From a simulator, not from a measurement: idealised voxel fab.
A process module follows: voxel wiring stack.
Square cells of 5 nm make up the cross-section cut, whose width is 145 nm.
Cross-section layout: square cells on a grid; listed as bands, top to bottom; a band spans one or more cell rows. Top height, bottom height, nm. Materials left to right, width each, nm. Single material + "full width" = fills band edge to edge. "air" = empty. Height is counted from the level 0, under which the received wafer is composed throughout of one material. The lowest of the bands is not closed at the bottom but continues downward, in the notation "z 0 and below". The two numbers in a width such as "30..40" mark its ends across the band: the first belongs to the top row of cells, the second to the bottom row, and from each row to the next the width moves by the same amount. "no change occurred" for a step: no cell of the cross-section changed in that step. So "Fully sealed voids" is basically the list of trapped voids: any empty space of 8 cells or more that can't reach the top through an opening. They're written width x height at distance, the distance being from the left edge, and it's all nm. What comes after the settings on a step's line is commentary from the simulator itself on that step. The "overlay nm" setting may appear on a step's line; for a step that uses a mask, it gives how far to the right of its planned position the mask lay, and a negative value indicates the left.
LIST OF PLANNED PROCESS STEPS
step 1: RECEIVE, material Si
step 2: CONFORMAL_DEP, material SiO2, thk nm 10
step 3: DIRECTIONAL_DEP, material TiN, thk nm 5
step 4: DIRECTIONAL_DEP, material Ru, thk nm 20
step 5: PATTERN, tone cover, mask id METAL_1, material resist, width nm 30, pitch nm 55, thk nm 20, overlay nm 0
step 6: DIRECTIONAL_ETCH, etch materials Ru, depth nm 20
step 7: DIRECTIONAL_ETCH, etch materials TiN, depth nm 5
step 8: STRIP, etch materials resist
step 9: CONFORMAL_DEP, material SiCN, thk nm 5
step 10: FILL_DEP, material SiO2, thk nm 10
step 11: CMP, height nm 35
step 12: CONFORMAL_DEP, material SiCN, thk nm 5
step 13: DIRECTIONAL_DEP, material SiO2, thk nm 10
step 14: MASKED_ETCH, tone open, mask id PLUG_1, width nm 15, etch materials SiO2, depth nm 10, overlay nm 0
step 15: MASKED_ETCH, tone open, mask id PLUG_1, width nm 15, etch materials SiCN, depth nm 5, overlay nm 0
step 16: CONFORMAL_DEP, material TiN, thk nm 5
step 17: FILL_DEP, material W, thk nm 10
step 18: CMP, height nm 50
step 19: CONFORMAL_DEP, material SiCN, thk nm 5
step 20: DIRECTIONAL_DEP, material lowk, thk nm 20
step 21: DIRECTIONAL_DEP, material aC, thk nm 10
step 22: PATTERN, tone open, mask id METAL_2, material resist, width nm 30, pitch nm 55, thk nm 30, overlay nm 0
step 23: DIRECTIONAL_ETCH, etch materials aC, depth nm 10
step 24: STRIP, etch materials resist
step 25: DIRECTIONAL_ETCH, etch materials lowk, depth nm 20
step 26: DIRECTIONAL_ETCH, etch materials SiCN, depth nm 5
step 27: STRIP, etch materials aC
step 28: CONFORMAL_DEP, material TiN, thk nm 5
step 29: FILL_DEP, material Cu, thk nm 5
step 30: CMP, height nm 75
step 31: CONFORMAL_DEP, material SiCN, thk nm 5
step 32: DIRECTIONAL_DEP, material SiO2, thk nm 20
step 33: DIRECTIONAL_DEP, material aC, thk nm 10
step 34: PATTERN, tone open, mask id PLUG_2, material resist, width nm 15, pitch nm 55, thk nm 30, overlay nm 0
step 35: DIRECTIONAL_ETCH, etch materials aC, depth nm 10
step 36: STRIP, etch materials resist
step 37: DIRECTIONAL_ETCH, etch materials SiO2, depth nm 20
step 38: DIRECTIONAL_ETCH, etch materials SiCN, depth nm 5
step 39: STRIP, etch materials aC
step 40: CONFORMAL_DEP, material TiN, thk nm 5
step 41: FILL_DEP, material W, thk nm 10
step 42: CMP, height nm 100
step 43: DIRECTIONAL_DEP, material TiN, thk nm 5
step 44: DIRECTIONAL_DEP, material Ru, thk nm 25
step 45: MASKED_ETCH, tone cover, mask id METAL_3, width nm 30, pitch nm 55, etch materials Ru, depth nm 25, overlay nm 0
step 46: MASKED_ETCH, tone cover, mask id METAL_3, width nm 30, pitch nm 55, etch materials TiN, depth nm 5, overlay nm 0
step 47: FILL_DEP, material SiO2, thk nm 10
step 48: CMP, height nm 130
step 49: CONFORMAL_DEP, material SiN, thk nm 5
HERE'S WHAT THE WAFER LOOKED LIKE IN CROSS-SECTION WHEN IT ARRIVED - THAT'S AFTER STEP 1
- z 0 and below: Si full width
- Fully sealed voids: none
SECTIONED VIEW, FIRST OF TWO WAFERS, AT THE CLOSE OF THE MODULE, PROCESSED AS INTENDED IN THE PLAN
- z 135 to 130: SiN full width
- z 130 to 105: SiO2 30 nm | Ru 30 nm | SiO2 25 nm | Ru 30 nm | SiO2 30 nm
- z 105 to 100: SiO2 30 nm | TiN 30 nm | SiO2 25 nm | TiN 30 nm | SiO2 30 nm
- z 100 to 80: SiO2 30 nm | TiN 5 nm | W 5 nm | TiN 5 nm | SiO2 40 nm | TiN 5 nm | W 5 nm | TiN 5 nm | SiO2 45 nm
- z 80 to 75: SiCN 30 nm | TiN 15 nm | SiCN 40 nm | TiN 15 nm | SiCN 45 nm
- z 75 to 55: lowk 30 nm | TiN 5 nm | Cu 20 nm | TiN 5 nm | lowk 25 nm | TiN 5 nm | Cu 20 nm | TiN 5 nm | lowk 30 nm
- z 55 to 50: SiCN 30 nm | TiN 30 nm | SiCN 25 nm | TiN 30 nm | SiCN 30 nm
- z 50 to 40: SiO2 30 nm | TiN 5 nm | W 5 nm | TiN 5 nm | SiO2 100 nm
- z 40 to 35: SiCN 30 nm | TiN 15 nm | SiCN 100 nm
- z 35 to 15: SiO2 25 nm | SiCN 5 nm | Ru 30 nm | SiCN 5 nm | SiO2 15 nm | SiCN 5 nm | Ru 30 nm | SiCN 5 nm | SiO2 25 nm
- z 15 to 10: SiCN 30 nm | TiN 30 nm | SiCN 25 nm | TiN 30 nm | SiCN 30 nm
- z 10 to 0: SiO2 full width
- z 0 and below: Si full width
- Fully sealed voids: none
CROSS-SECTION OF THE LATTER OF THE TWO WAFERS AT MODULE COMPLETION. IT HAD AN IDENTICAL START AND AN IDENTICAL PLAN TO THE FORMER; IN RUNNING IT, ONE MISTAKE WAS MADE
- z 135 to 130: SiN full width
- z 130 to 105: SiO2 30 nm | Ru 30 nm | SiO2 25 nm | Ru 30 nm | SiO2 30 nm
- z 105 to 100: SiO2 30 nm | TiN 30 nm | SiO2 25 nm | TiN 30 nm | SiO2 30 nm
- z 100 to 80: SiO2 30 nm | TiN 5 nm | W 5 nm | TiN 5 nm | SiO2 40 nm | TiN 5 nm | W 5 nm | TiN 5 nm | SiO2 45 nm
- z 80 to 75: SiCN 30 nm | TiN 15 nm | SiCN 40 nm | TiN 15 nm | SiCN 45 nm
- z 75 to 55: lowk 30 nm | TiN 5 nm | Cu 20 nm | TiN 5 nm | lowk 25 nm | TiN 5 nm | Cu 20 nm | TiN 5 nm | lowk 30 nm
- z 55 to 50: SiCN 30 nm | TiN 30 nm | SiCN 25 nm | TiN 30 nm | SiCN 30 nm
- z 50 to 40: SiO2 30 nm | TiN 5 nm | W 5 nm | TiN 5 nm | SiO2 100 nm
- z 40 to 35: SiCN 30 nm | TiN 15 nm | SiCN 100 nm
- z 35 to 15: SiCN 30 nm | Ru 30 nm | SiCN 25 nm | Ru 30 nm | SiCN 30 nm
- z 15 to 10: SiCN 30 nm | TiN 30 nm | SiCN 25 nm | TiN 30 nm | SiCN 30 nm
- z 10 to 0: SiO2 full width
- z 0 and below: Si full width
- Fully sealed voids: none
What broke from the plan during processing? step 10: run off-plan, actual operation and settings FILL_DEP, material SiCN, thk nm 10
Final difference in cells, second wafer against first, listed per material as more or fewer: SiCN +52, SiO2 -52
